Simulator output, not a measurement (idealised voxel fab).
Process module name: voxel transistor to metal
Section shown: cut. Width: 205 nm. Cell size: 5 nm, square.
A cross-section in this document is a grid of square cells, and it is written down as bands, the top band listed before the ones below it; a band is made up of one or more rows of cells.
Band: top height; bottom height; in nm. Then, left to right: material with width in nm, for each material. "all across": a single material spanning edge to edge. "air": empty space.
Below 0: as-received wafer, all one material; heights counted from there. Lowest band: no bottom, goes on down, written "0 and below".
The expression "30->40" gives the width at the extremes of the band, the first number at its top row of cells and the second at its bottom row, with the width changing by equal amounts from each row to the next in between.
"remains unaltered" (step): cross-section cells unchanged, all of them.
The entry "Cavities, closed" lists the empty spaces that cover at least 8 cells and have no open path to the top. Each is written as width x height at distance, where the distance is measured from the left edge and all three values are in nm.
Read whatever lies past the settings on a step's line as the simulator's own remark about the step.
Among the settings permitted on a step's line is "overlay nm"; applied to a step with a mask, it specifies the extent to which the mask lay to the right of its planned position, whereas a negative figure signifies a position to the left.
Before/after cross-section pairs, one process step each; after shown to lowest changed band; step and settings beneath. Pairs may be from different runs of this module on the same starting wafer; a pair continues from the one above only where its "Before processing step" entry says so.
-- Before processing step
35 down to 30: 85 nm air / 5 nm SiN / 5 nm air / 15 nm SiCN / 5 nm air / 5 nm SiN / 85 nm air
30 down to 20: 85 nm air / 5 nm SiN / 5 nm SiO2 / 15 nm SiCN / 5 nm SiO2 / 5 nm SiN / 85 nm air
20 down to 10: 85 nm air / 5 nm SiN / 5 nm SiO2 / 15 nm polySi / 5 nm SiO2 / 5 nm SiN / 85 nm air
10 down to 5: 50 nm air / 5 nm SiN / 30 nm air / 5 nm SiN / 5 nm SiO2 / 15 nm polySi / 5 nm SiO2 / 5 nm SiN / 30 nm air / 5 nm SiN / 50 nm air
5 down to 0: 50 nm SiO2 / 5 nm SiN / 30 nm air / 5 nm SiN / 5 nm SiO2 / 15 nm polySi / 5 nm SiO2 / 5 nm SiN / 30 nm air / 5 nm SiN / 50 nm SiO2
0 down to -5: 55 nm SiO2 / 30 nm air / 35 nm SiO2 / 30 nm air / 55 nm SiO2
-5 down to -35: 50 nm SiO2 / 105 nm Si / 50 nm SiO2
-35 and below: Si all across
Cavities, closed: none
-- Post-Process Section
35 down to 30: 95 nm air / 15 nm SiCN / 95 nm air
30 down to 20: 90 nm air / 5 nm SiO2 / 15 nm SiCN / 5 nm SiO2 / 90 nm air
20 down to 5: 85 nm air / 5 nm SiN / 5 nm SiO2 / 15 nm polySi / 5 nm SiO2 / 5 nm SiN / 85 nm air
5 down to 0: 50 nm SiO2 / 35 nm air / 5 nm SiN / 5 nm SiO2 / 15 nm polySi / 5 nm SiO2 / 5 nm SiN / 35 nm air / 50 nm SiO2
below 0: unchanged
Cavities, closed: none
So what happened between those two cross-sections up there? DIRECTIONAL_ETCH (etch materials SiN; depth nm 15)
Before processing step: after-step cross-section of the pair just above applies.
-- Post-Process Section
35 down to 30: 95 nm air / 15 nm SiCN / 95 nm air
30 down to 20: 90 nm air / 5 nm SiO2 / 15 nm SiCN / 5 nm SiO2 / 90 nm air
20 down to 10: 85 nm air / 5 nm SiN / 5 nm SiO2 / 15 nm polySi / 5 nm SiO2 / 5 nm SiN / 85 nm air
10 down to 5: 45 nm air / 40 nm nSi / 5 nm SiN / 5 nm SiO2 / 15 nm polySi / 5 nm SiO2 / 5 nm SiN / 40 nm nSi / 45 nm air
5 down to 0: 50 nm SiO2 / 35 nm nSi / 5 nm SiN / 5 nm SiO2 / 15 nm polySi / 5 nm SiO2 / 5 nm SiN / 35 nm nSi / 50 nm SiO2
0 down to -5: 55 nm SiO2 / 30 nm nSi / 35 nm SiO2 / 30 nm nSi / 55 nm SiO2
below -5: unchanged
Cavities, closed: none
So what happened between those two cross-sections up there? EPI (material nSi; thk nm 15)
Before processing step: after-step cross-section of the pair just above applies.
-- Post-Process Section
40 down to 35: SiO2 all across
35 down to 20: 95 nm SiO2 / 15 nm SiCN / 95 nm SiO2
20 down to 10: 85 nm SiO2 / 5 nm SiN / 5 nm SiO2 / 15 nm polySi / 5 nm SiO2 / 5 nm SiN / 85 nm SiO2
10 down to 0: 45->50 nm SiO2 / 40->35 nm nSi / 5 nm SiN / 5 nm SiO2 / 15 nm polySi / 5 nm SiO2 / 5 nm SiN / 40->35 nm nSi / 45->50 nm SiO2
below 0: unchanged
Cavities, closed: none
So what happened between those two cross-sections up there? FILL_DEP (material SiO2; thk nm 5)
Before processing step: after-step cross-section of the pair just above applies.
-- Post-Process Section
35 down to 20: 95 nm SiO2 / 15 nm SiCN / 95 nm SiO2
below 20: unchanged
Cavities, closed: none
So what happened between those two cross-sections up there? CMP (height nm 35)
Before processing step: after-step cross-section of the pair just above applies.
-- Post-Process Section
50 down to 35: SiO2 all across
below 35: unchanged
Cavities, closed: none
So what happened between those two cross-sections up there? DIRECTIONAL_DEP (material SiO2; thk nm 15)
Before processing step: after-step cross-section of the pair just above applies.
-- Post-Process Section
65 down to 50: aC all across
below 50: unchanged
Cavities, closed: none
So what happened between those two cross-sections up there? DIRECTIONAL_DEP (material aC; thk nm 15)
Before processing step: after-step cross-section of the pair just above applies.
-- Post-Process Section
95 down to 65: 55 nm resist / 35 nm air / 25 nm resist / 35 nm air / 55 nm resist
below 65: unchanged
Cavities, closed: none
So what happened between those two cross-sections up there? PATTERN (tone open; mask id CONTACT; material resist; width nm 35; pitch nm 60; thk nm 30; overlay nm 0)
Before processing step: after-step cross-section of the pair just above applies.
-- Post-Process Section
80 down to 65: 55 nm resist / 35 nm air / 25 nm resist / 35 nm air / 55 nm resist
65 down to 50: 55 nm aC / 35 nm air / 25 nm aC / 35 nm air / 55 nm aC
below 50: unchanged
Cavities, closed: none
So what happened between those two cross-sections up there? DIRECTIONAL_ETCH (etch materials aC; depth nm 15)
Before processing step: after-step cross-section of the pair just above applies.
-- Post-Process Section
65 down to 50: 55 nm aC / 35 nm air / 25 nm aC / 35 nm air / 55 nm aC
below 50: unchanged
Cavities, closed: none
So what happened between those two cross-sections up there? STRIP (etch materials resist)
Before processing step: after-step cross-section of the pair just above applies.
-- Post-Process Section
65 down to 50: 55 nm aC / 35 nm air / 25 nm aC / 35 nm air / 55 nm aC
50 down to 35: 55 nm SiO2 / 35 nm air / 25 nm SiO2 / 35 nm air / 55 nm SiO2
35 down to 20: 55 nm SiO2 / 35 nm air / 5 nm SiO2 / 15 nm SiCN / 5 nm SiO2 / 35 nm air / 55 nm SiO2
20 down to 10: 55 nm SiO2 / 30 nm air / 5 nm SiN / 5 nm SiO2 / 15 nm polySi / 5 nm SiO2 / 5 nm SiN / 30 nm air / 55 nm SiO2
below 10: unchanged
Cavities, closed: none
So what happened between those two cross-sections up there? DIRECTIONAL_ETCH (etch materials SiO2; depth nm 40)
Before processing step: after-step cross-section of the pair just above applies.
-- Post-Process Section
50 down to 35: 55 nm SiO2 / 35 nm air / 25 nm SiO2 / 35 nm air / 55 nm SiO2
below 35: unchanged
Cavities, closed: none
So what happened between those two cross-sections up there? STRIP (etch materials aC)
Before processing step: after-step cross-section of the pair just above applies.
-- Post-Process Section
55 down to 50: 60 nm TiN / 25 nm air / 35 nm TiN / 25 nm air / 60 nm TiN
50 down to 35: 55 nm SiO2 / 5 nm TiN / 25 nm air / 5 nm TiN / 25 nm SiO2 / 5 nm TiN / 25 nm air / 5 nm TiN / 55 nm SiO2
35 down to 25: 55 nm SiO2 / 5 nm TiN / 25 nm air / 5 nm TiN / 5 nm SiO2 / 15 nm SiCN / 5 nm SiO2 / 5 nm TiN / 25 nm air / 5 nm TiN / 55 nm SiO2
25 down to 20: 55 nm SiO2 / 5 nm TiN / 20 nm air / 10 nm TiN / 5 nm SiO2 / 15 nm SiCN / 5 nm SiO2 / 10 nm TiN / 20 nm air / 5 nm TiN / 55 nm SiO2
20 down to 15: 55 nm SiO2 / 5 nm TiN / 20 nm air / 5 nm TiN / 5 nm SiN / 5 nm SiO2 / 15 nm polySi / 5 nm SiO2 / 5 nm SiN / 5 nm TiN / 20 nm air / 5 nm TiN / 55 nm SiO2
15 down to 10: 55 nm SiO2 / 30 nm TiN / 5 nm SiN / 5 nm SiO2 / 15 nm polySi / 5 nm SiO2 / 5 nm SiN / 30 nm TiN / 55 nm SiO2
below 10: unchanged
Cavities, closed: none
So what happened between those two cross-sections up there? CONFORMAL_DEP (material TiN; thk nm 5)
Before processing step: after-step cross-section of the pair just above applies.
-- Post-Process Section
65 down to 55: Ru all across
55 down to 50: 60 nm TiN / 25 nm Ru / 35 nm TiN / 25 nm Ru / 60 nm TiN
50 down to 35: 55 nm SiO2 / 5 nm TiN / 25 nm Ru / 5 nm TiN / 25 nm SiO2 / 5 nm TiN / 25 nm Ru / 5 nm TiN / 55 nm SiO2
35 down to 25: 55 nm SiO2 / 5 nm TiN / 25 nm Ru / 5 nm TiN / 5 nm SiO2 / 15 nm SiCN / 5 nm SiO2 / 5 nm TiN / 25 nm Ru / 5 nm TiN / 55 nm SiO2
25 down to 20: 55 nm SiO2 / 5 nm TiN / 20 nm Ru / 10 nm TiN / 5 nm SiO2 / 15 nm SiCN / 5 nm SiO2 / 10 nm TiN / 20 nm Ru / 5 nm TiN / 55 nm SiO2
20 down to 15: 55 nm SiO2 / 5 nm TiN / 20 nm Ru / 5 nm TiN / 5 nm SiN / 5 nm SiO2 / 15 nm polySi / 5 nm SiO2 / 5 nm SiN / 5 nm TiN / 20 nm Ru / 5 nm TiN / 55 nm SiO2
below 15: unchanged
Cavities, closed: none
So what happened between those two cross-sections up there? FILL_DEP (material Ru; thk nm 10)
Before processing step: after-step cross-section of the pair just above applies.
-- Post-Process Section
50 down to 35: 55 nm SiO2 / 5 nm TiN / 25 nm Ru / 5 nm TiN / 25 nm SiO2 / 5 nm TiN / 25 nm Ru / 5 nm TiN / 55 nm SiO2
below 35: unchanged
Cavities, closed: none
So what happened between those two cross-sections up there? CMP (height nm 50)
Before processing step: after-step cross-section of the pair just above applies.
-- Post-Process Section
55 down to 50: TiN all across
below 50: unchanged
Cavities, closed: none
So what happened between those two cross-sections up there? DIRECTIONAL_DEP (material TiN; thk nm 5)
Before processing step: after-step cross-section of the pair just above applies.
-- Post-Process Section
70 down to 55: W all across
below 55: unchanged
Cavities, closed: none
So what happened between those two cross-sections up there? DIRECTIONAL_DEP (material W; thk nm 15)
Before processing step: after-step cross-section of the pair just above applies.
-- Post-Process Section
85 down to 70: 55 nm air / 20 nm resist / 55 nm air / 20 nm resist / 55 nm air
below 70: unchanged
Cavities, closed: none
So what happened between those two cross-sections up there? PATTERN (tone cover; mask id METAL_1; material resist; width nm 20; pitch nm 75; thk nm 15; overlay nm 0)
Before processing step: after-step cross-section of the pair just above applies.
-- Post-Process Section
85 down to 70: 55 nm air / 20 nm resist / 55 nm air / 20 nm resist / 55 nm air
70 down to 55: 55 nm air / 20 nm W / 55 nm air / 20 nm W / 55 nm air
below 55: unchanged
Cavities, closed: none
So what happened between those two cross-sections up there? DIRECTIONAL_ETCH (etch materials W; depth nm 15)
Before processing step: after-step cross-section of the pair just above applies.
-- Post-Process Section
85 down to 70: 55 nm air / 20 nm resist / 55 nm air / 20 nm resist / 55 nm air
70 down to 55: 55 nm air / 20 nm W / 55 nm air / 20 nm W / 55 nm air
55 down to 50: 55 nm air / 20 nm TiN / 55 nm air / 20 nm TiN / 55 nm air
below 50: unchanged
Cavities, closed: none
So what happened between those two cross-sections up there? DIRECTIONAL_ETCH (etch materials TiN; depth nm 5)
Before processing step: after-step cross-section of the pair just above applies.
-- Post-Process Section
70 down to 55: 55 nm air / 20 nm W / 55 nm air / 20 nm W / 55 nm air
below 55: unchanged
Cavities, closed: none
So what happened between those two cross-sections up there? STRIP (etch materials resist)
Before processing step: after-step cross-section of the pair just above applies.
-- Post-Process Section
75 down to 70: lowk all across
70 down to 55: 55 nm lowk / 20 nm W / 55 nm lowk / 20 nm W / 55 nm lowk
55 down to 50: 55 nm lowk / 20 nm TiN / 55 nm lowk / 20 nm TiN / 55 nm lowk
below 50: unchanged
Cavities, closed: none
So what happened between those two cross-sections up there? FILL_DEP (material lowk; thk nm 5)
Before processing step: after-step cross-section of the pair just above applies.
-- Post-Process Section
70 down to 55: 55 nm lowk / 20 nm W / 55 nm lowk / 20 nm W / 55 nm lowk
below 55: unchanged
Cavities, closed: none
So what happened between those two cross-sections up there? CMP (height nm 70)
Before processing step: after-step cross-section of the pair just above applies.
-- Post-Process Section
75 down to 70: SiN all across
below 70: unchanged
Cavities, closed: none
So what happened between those two cross-sections up there? CONFORMAL_DEP (material SiN; thk nm 5)
-- Before processing step
70 down to 55: W all across
55 down to 50: TiN all across
50 down to 40: 55 nm SiO2 / 5 nm TiN / 25 nm Ru / 5 nm TiN / 25 nm SiO2 / 5 nm TiN / 25 nm Ru / 5 nm TiN / 55 nm SiO2
40 down to 35: 55 nm SiO2 / 5 nm TiN / 20 nm Ru / 10 nm TiN / 25 nm SiO2 / 10 nm TiN / 20 nm Ru / 5 nm TiN / 55 nm SiO2
35 down to 20: 55 nm SiO2 / 5 nm TiN / 20 nm Ru / 5 nm TiN / 5 nm SiN / 5 nm SiO2 / 15 nm SiCN / 5 nm SiO2 / 5 nm SiN / 5 nm TiN / 20 nm Ru / 5 nm TiN / 55 nm SiO2
20 down to 15: 55 nm SiO2 / 5 nm TiN / 20 nm Ru / 5 nm TiN / 5 nm SiN / 5 nm SiO2 / 15 nm polySi / 5 nm SiO2 / 5 nm SiN / 5 nm TiN / 20 nm Ru / 5 nm TiN / 55 nm SiO2
15 down to 10: 55 nm SiO2 / 30 nm TiN / 5 nm SiN / 5 nm SiO2 / 15 nm polySi / 5 nm SiO2 / 5 nm SiN / 30 nm TiN / 55 nm SiO2
10 down to 0: 50 nm SiO2 / 5 nm SiN / 30 nm nSi / 5 nm SiN / 5 nm SiO2 / 15 nm polySi / 5 nm SiO2 / 5 nm SiN / 30 nm nSi / 5 nm SiN / 50 nm SiO2
0 down to -5: 55 nm SiO2 / 30 nm nSi / 35 nm SiO2 / 30 nm nSi / 55 nm SiO2
-5 down to -20: 50 nm SiO2 / 5 nm Si / 30 nm nSi / 35 nm Si / 30 nm nSi / 5 nm Si / 50 nm SiO2
-20 down to -35: 50 nm SiO2 / 105 nm Si / 50 nm SiO2
-35 and below: Si all across
Cavities, closed: none
-- Post-Process Section
85 down to 70: 55 nm resist / 20 nm air / 55 nm resist / 20 nm air / 55 nm resist
below 70: unchanged
Cavities, closed: none
So what happened between those two cross-sections up there? PATTERN (tone open; mask id METAL_1; material resist; width nm 20; pitch nm 75; thk nm 15; overlay nm 0)
Before processing step: after-step cross-section of the pair just above applies.
-- Post-Process Section
85 down to 70: 55 nm resist / 20 nm air / 55 nm resist / 20 nm air / 55 nm resist
70 down to 55: 55 nm W / 20 nm air / 55 nm W / 20 nm air / 55 nm W
below 55: unchanged
Cavities, closed: none
So what happened between those two cross-sections up there? DIRECTIONAL_ETCH (etch materials W; depth nm 15)
Before processing step: after-step cross-section of the pair just above applies.
-- Post-Process Section
85 down to 70: 55 nm resist / 20 nm air / 55 nm resist / 20 nm air / 55 nm resist
70 down to 55: 55 nm W / 20 nm air / 55 nm W / 20 nm air / 55 nm W
55 down to 50: 55 nm TiN / 20 nm air / 55 nm TiN / 20 nm air / 55 nm TiN
below 50: unchanged
Cavities, closed: none
So what happened between those two cross-sections up there? DIRECTIONAL_ETCH (etch materials TiN; depth nm 5)
Before processing step: after-step cross-section of the pair just above applies.
-- Post-Process Section
70 down to 55: 55 nm W / 20 nm air / 55 nm W / 20 nm air / 55 nm W
below 55: unchanged
Cavities, closed: none
So what happened between those two cross-sections up there? STRIP (etch materials resist)
Before processing step: after-step cross-section of the pair just above applies.
-- Post-Process Section
75 down to 70: lowk all across
70 down to 55: 55 nm W / 20 nm lowk / 55 nm W / 20 nm lowk / 55 nm W
55 down to 50: 55 nm TiN / 20 nm lowk / 55 nm TiN / 20 nm lowk / 55 nm TiN
below 50: unchanged
Cavities, closed: none
So what happened between those two cross-sections up there? FILL_DEP (material lowk; thk nm 5)
Before processing step: after-step cross-section of the pair just above applies.
-- Post-Process Section
70 down to 55: 55 nm W / 20 nm lowk / 55 nm W / 20 nm lowk / 55 nm W
below 55: unchanged
Cavities, closed: none
So what happened between those two cross-sections up there? CMP (height nm 70)
Before processing step: after-step cross-section of the pair just above applies.
-- Post-Process Section
75 down to 70: SiN all across
below 70: unchanged
Cavities, closed: none
So what happened between those two cross-sections up there? CONFORMAL_DEP (material SiN; thk nm 5)
